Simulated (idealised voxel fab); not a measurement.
Name of the process module below: voxel trench capacitor
The cross-section on display is named cut; it measures 245 nm wide, and its cells are 5 nm squares.
Square cells in a grid make up a cross-section in this document, and the grid is given as bands, listed from the top down, each one or more rows of cells. Heads up on the band format: heights come first, top then bottom, in nm. After that it's the materials left to right, each with its width in nm. A single material flagged "full width" fills the whole band edge to edge, and "blank" means there's empty space there. Zero point of the height axis is 0; under it, received wafer = one material. Lowest band: continues down indefinitely, "0 down". The notation "30->40" denotes a width that varies across the rows of cells in the band, beginning at the first number in the top row, finishing at the second number in the bottom row, and changing by an identical amount from each row to the next. "nothing changed" for a step: no cell of the cross-section changed in that step. "Cavities, closed" specifies each empty space that is not open to the top and that occupies no fewer than 8 cells, using the form width x height at distance, the distance measured from the left edge and all three quantities in nm. What comes after the settings on a step's line is commentary from the simulator itself on that step. The optional step-line setting "overlay nm" applies to steps with a mask and quantifies how far to the right of its planned location the mask lay, a negative value indicating leftward placement.

The process steps that were planned are listed below:
step 1: RECEIVE with material Si
step 2: CONFORMAL_DEP with material SiN, thk nm 5
step 3: PATTERN with tone open, mask id TRENCH, material resist, width nm 25, pitch nm 50, thk nm 15, overlay nm 0
step 4: DIRECTIONAL_ETCH with etch materials SiN, depth nm 5
step 5: DIRECTIONAL_ETCH with etch materials Si, depth nm 40
step 6: STRIP with etch materials resist
step 7: CONFORMAL_DEP with material Al2O3, thk nm 5
step 8: CONFORMAL_DEP with material TiN, thk nm 5
step 9: FILL_DEP with material W, thk nm 10
step 10: CMP with height nm 5

Delivered wafer in cross-section: state after step 1:
- 0 down | Si full width
- Cavities, closed: none

Cross-section at module end, one run error; start and plan unchanged from above:
- 25 to 15 | W full width
- 15 to 10 | TiN=95; W=5; TiN=45; W=5; TiN=95
- 10 to 5 | Al2O3=90; TiN=5; W=5; TiN=5; Al2O3=35; TiN=5; W=5; TiN=5; Al2O3=90
- 5 to 0 | SiN=85; Al2O3=5; TiN=5; W=5; TiN=5; Al2O3=5; SiN=25; Al2O3=5; TiN=5; W=5; TiN=5; Al2O3=5; SiN=85
- 0 to -30 | Si=85; Al2O3=5; TiN=5; W=5; TiN=5; Al2O3=5; Si=25; Al2O3=5; TiN=5; W=5; TiN=5; Al2O3=5; Si=85
- -30 to -35 | Si=85; Al2O3=5; TiN=15; Al2O3=5; Si=25; Al2O3=5; TiN=15; Al2O3=5; Si=85
- -35 to -40 | Si=85; Al2O3=25; Si=25; Al2O3=25; Si=85
- -40 down | Si full width
- Cavities, closed: none
What went wrong in running the wafer? step 10 of the plan got skipped, so it never ran
